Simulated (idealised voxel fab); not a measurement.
voxel transistor to metal: a process module
Cross-section cut: width 295 nm, square cells of 5 nm.
Notation: cross-section as square-cell grid; stated in bands, top first, going down; one or more cell rows per band. Band entry format. Leading values: height of top, height of bottom, nm. Remainder: materials in left-to-right order, each with its width in nm. Special words: "throughout" on a single material, which then fills the band edge to edge; "blank", empty space. A quick word on heights: they are counted from 0, and under that level the wafer as it came to us is one material throughout. The lowest band is different from the rest in having no bottom; it simply continues downward, written as in "z 0 and below". With a width like "30..40", each row of cells in the band differs from the next by the same amount, the top row carrying the first number and the bottom row the second. "nothing altered" after a step means that no cell of the cross-section changed. Heads up: "Voids lacking openings" only lists the empty pockets with no open path to the top that are 8 cells or more, and it writes them as width x height at distance, distance from the left edge, in nm. Heads up: the bit after the settings on a step's line is the simulator's remark on that step. "overlay nm" answers the question of how far to the right of plan the mask lay on a step that has a mask, and when it is negative the answer is to the left.
### Steps planned for the process
1,RECEIVE | material Si
2,OXIDIZE | depth nm 5
3,CONFORMAL_DEP | material SiN | thk nm 10
4,MASKED_ETCH | tone cover | mask id ACTIVE | width nm 90 | pitch nm 110 | etch materials SiN | depth nm 10 | overlay nm 0
5,MASKED_ETCH | tone cover | mask id ACTIVE | width nm 90 | pitch nm 110 | etch materials SiO2 | depth nm 5 | overlay nm 0
6,MASKED_ETCH | tone cover | mask id ACTIVE | width nm 90 | pitch nm 110 | etch materials Si | depth nm 25 | overlay nm 0
7,FILL_DEP | material SiO2 | thk nm 15
8,CMP | height nm 10
9,SELECTIVE_ETCH | etch materials SiO2 | depth nm 10
10,STRIP | etch materials SiN
11,SELECTIVE_ETCH | etch materials SiO2 | depth nm 5
12,OXIDIZE | depth nm 5
13,DIRECTIONAL_DEP | material polySi | thk nm 25
14,DIRECTIONAL_DEP | material SiCN | thk nm 10
15,MASKED_ETCH | tone cover | mask id GATE | width nm 20 | pitch nm 110 | etch materials SiCN | depth nm 20 | overlay nm 0
16,MASKED_ETCH | tone cover | mask id GATE | width nm 20 | pitch nm 110 | etch materials polySi | depth nm 35 | overlay nm 0
17,CONFORMAL_DEP | material SiO2 | thk nm 5
18,DIRECTIONAL_ETCH | etch materials SiO2 | depth nm 5
19,CONFORMAL_DEP | material SiN | thk nm 10
20,DIRECTIONAL_ETCH | etch materials SiN | depth nm 10
21,DIRECTIONAL_ETCH | etch materials SiO2 | depth nm 5
22,DIRECTIONAL_ETCH | etch materials Si | depth nm 5
23,EPI | material SiGe | thk nm 10
24,FILL_DEP | material SiO2 | thk nm 5
25,CMP | height nm 30
26,DIRECTIONAL_DEP | material SiO2 | thk nm 10
27,PATTERN | tone open | mask id CONTACT | material resist | width nm 15 | thk nm 20 | overlay nm 0
28,DIRECTIONAL_ETCH | etch materials SiO2 | depth nm 45
29,STRIP | etch materials resist
30,CONFORMAL_DEP | material TiN | thk nm 5
31,FILL_DEP | material W | thk nm 5
32,CMP | height nm 40
33,DIRECTIONAL_DEP | material TiN | thk nm 5
34,DIRECTIONAL_DEP | material Ru | thk nm 25
35,MASKED_ETCH | tone cover | mask id METAL_1 | width nm 15 | etch materials Ru | depth nm 25 | overlay nm 0
36,MASKED_ETCH | tone cover | mask id METAL_1 | width nm 15 | etch materials TiN | depth nm 5 | overlay nm 0
37,FILL_DEP | material SiO2 | thk nm 5
38,CMP | height nm 70
39,CONFORMAL_DEP | material SiCN | thk nm 5
40,DIRECTIONAL_DEP | material SiO2 | thk nm 30
41,DIRECTIONAL_DEP | material aC | thk nm 10
42,PATTERN | tone open | mask id METAL_2 | material resist | width nm 15 | pitch nm 110 | thk nm 25 | overlay nm 0
43,DIRECTIONAL_ETCH | etch materials aC | depth nm 10
44,STRIP | etch materials resist
45,DIRECTIONAL_ETCH | etch materials SiO2 | depth nm 15
46,STRIP | etch materials aC
47,MASKED_ETCH | tone open | mask id METAL_2_HOLES | width nm 15 | pitch nm 110 | etch materials SiO2 | depth nm 15 | overlay nm 0
48,MASKED_ETCH | tone open | mask id METAL_2_HOLES | width nm 15 | pitch nm 110 | etch materials SiCN | depth nm 5 | overlay nm 0
49,CONFORMAL_DEP | material TiN | thk nm 5
50,FILL_DEP | material Ru | thk nm 10
51,CMP | height nm 105
52,CONFORMAL_DEP | material SiN | thk nm 5
### Cross-section, incoming material, after step 1
> z 0 and below  Si throughout
> Voids lacking openings: none
### Run as planned - first of the two wafers cross-sectioned at the end of the module
> z 110 to 105  SiN throughout
> z 105 to 75  SiO2 50  TiN 5  Ru 5  TiN 5  SiO2 95  TiN 5  Ru 5  TiN 5  SiO2 120
> z 75 to 70  SiCN 50  TiN 15  SiCN 95  TiN 15  SiCN 120
> z 70 to 45  SiO2 50  Ru 15  SiO2 50  Ru 15  SiO2 30  Ru 15  SiO2 50  Ru 15  SiO2 55
> z 45 to 40  SiO2 50  TiN 15  SiO2 50  TiN 15  SiO2 30  TiN 15  SiO2 50  TiN 15  SiO2 55
> z 40 to 30  SiO2 50  TiN 5  W 5  TiN 5  SiO2 50  TiN 5  W 5  TiN 5  SiO2 30  TiN 5  W 5  TiN 5  SiO2 50  TiN 5  W 5  TiN 5  SiO2 55
> z 30 to 20  SiO2 50  TiN 5  W 5  TiN 5  SiN 10  SiO2 5  SiCN 20  SiO2 5  SiN 10  TiN 5  W 5  TiN 5  SiO2 30  TiN 5  W 5  TiN 5  SiN 10  SiO2 5  SiCN 20  SiO2 5  SiN 10  TiN 5  W 5  TiN 5  SiO2 55
> z 20 to 5  SiO2 50  TiN 5  W 5  TiN 5  SiN 10  SiO2 5  polySi 20  SiO2 5  SiN 10  TiN 5  W 5  TiN 5  SiO2 30  TiN 5  W 5  TiN 5  SiN 10  SiO2 5  polySi 20  SiO2 5  SiN 10  TiN 5  W 5  TiN 5  SiO2 55
> z 5 to 0  SiO2 50  TiN 15  SiN 10  SiO2 5  polySi 20  SiO2 5  SiN 10  TiN 15  SiO2 30  TiN 15  SiN 10  SiO2 5  polySi 20  SiO2 5  SiN 10  TiN 15  SiO2 55
> z 0 to -5  SiO2 50  TiN 5  SiGe 10  SiN 10  SiO2 5  polySi 20  SiO2 5  SiN 10  SiGe 10  TiN 5  SiO2 30  TiN 5  SiGe 10  SiN 10  SiO2 5  polySi 20  SiO2 5  SiN 10  SiGe 10  TiN 5  SiO2 55
> z -5 to -10  SiO2 40  SiGe 25  SiO2 50  SiGe 25  SiO2 10  SiGe 25  SiO2 50  SiGe 25  SiO2 45
> z -10 to -15  SiO2 45  SiGe 20  Si 50  SiGe 20  SiO2 20  SiGe 20  Si 50  SiGe 20  SiO2 50
> z -15 to -30  SiO2 45  Si 90  SiO2 20  Si 90  SiO2 50
> z -30 and below  Si throughout
> Voids lacking openings: none
### Cross-sectional view of the second of two wafers upon completion of the module. This wafer shared its starting condition and process plan with the first; one error was made during its execution
> z 110 to 105  SiN throughout
> z 105 to 75  SiO2 50  TiN 5  Ru 5  TiN 5  SiO2 95  TiN 5  Ru 5  TiN 5  SiO2 120
> z 75 to 70  SiCN 50  TiN 15  SiCN 95  TiN 15  SiCN 120
> z 70 to 45  SiO2 50  Ru 15  SiO2 50  Ru 15  SiO2 30  Ru 15  SiO2 50  Ru 15  SiO2 55
> z 45 to 40  SiO2 50  TiN 15  SiO2 50  TiN 15  SiO2 30  TiN 15  SiO2 50  TiN 15  SiO2 55
> z 40 to 30  SiO2 50  TiN 5  W 5  TiN 5  SiO2 50  TiN 5  W 5  TiN 5  SiO2 30  TiN 5  W 5  TiN 5  SiO2 50  TiN 5  W 5  TiN 5  SiO2 55
> z 30 to 25  SiO2 50  TiN 5  W 5  TiN 5  SiN 10  SiO2 5  SiCN 20  SiO2 5  SiN 10  TiN 5  W 5  TiN 5  SiO2 30  TiN 5  W 5  TiN 5  SiN 10  SiO2 5  SiCN 20  SiO2 5  SiN 10  TiN 5  W 5  TiN 5  SiO2 55
> z 25 to 10  SiO2 50  TiN 5  W 5  TiN 5  SiN 10  SiO2 5  polySi 20  SiO2 5  SiN 10  TiN 5  W 5  TiN 5  SiO2 30  TiN 5  W 5  TiN 5  SiN 10  SiO2 5  polySi 20  SiO2 5  SiN 10  TiN 5  W 5  TiN 5  SiO2 55
> z 10 to 5  SiO2 50  TiN 15  SiN 10  SiO2 5  polySi 20  SiO2 5  SiN 10  TiN 15  SiO2 30  TiN 15  SiN 10  SiO2 5  polySi 20  SiO2 5  SiN 10  TiN 15  SiO2 55
> z 5 to 0  SiO2 50  TiN 5  SiGe 10  SiN 10  SiO2 5  polySi 20  SiO2 5  SiN 10  SiGe 10  TiN 5  SiO2 30  TiN 5  SiGe 10  SiN 10  SiO2 5  polySi 20  SiO2 5  SiN 10  SiGe 10  TiN 5  SiO2 55
> z 0 to -5  SiO2 35  SiN 10  SiO2 5  SiGe 15  SiO2 50  SiGe 15  SiO2 5  SiN 20  SiO2 5  SiGe 15  SiO2 50  SiGe 15  SiO2 5  SiN 10  SiO2 40
> z -5 to -10  SiO2 55  SiGe 10  Si 50  SiGe 10  SiO2 40  SiGe 10  Si 50  SiGe 10  SiO2 60
> z -10 to -30  SiO2 45  Si 90  SiO2 20  Si 90  SiO2 50
> z -30 and below  Si throughout
> Voids lacking openings: none
Here's what went sideways: sequence error: steps 10 and 11 interchanged
Cell-count delta at end, second wafer over first, by material: Si +36, SiCN -8, SiGe -16, TiN -8, W -4
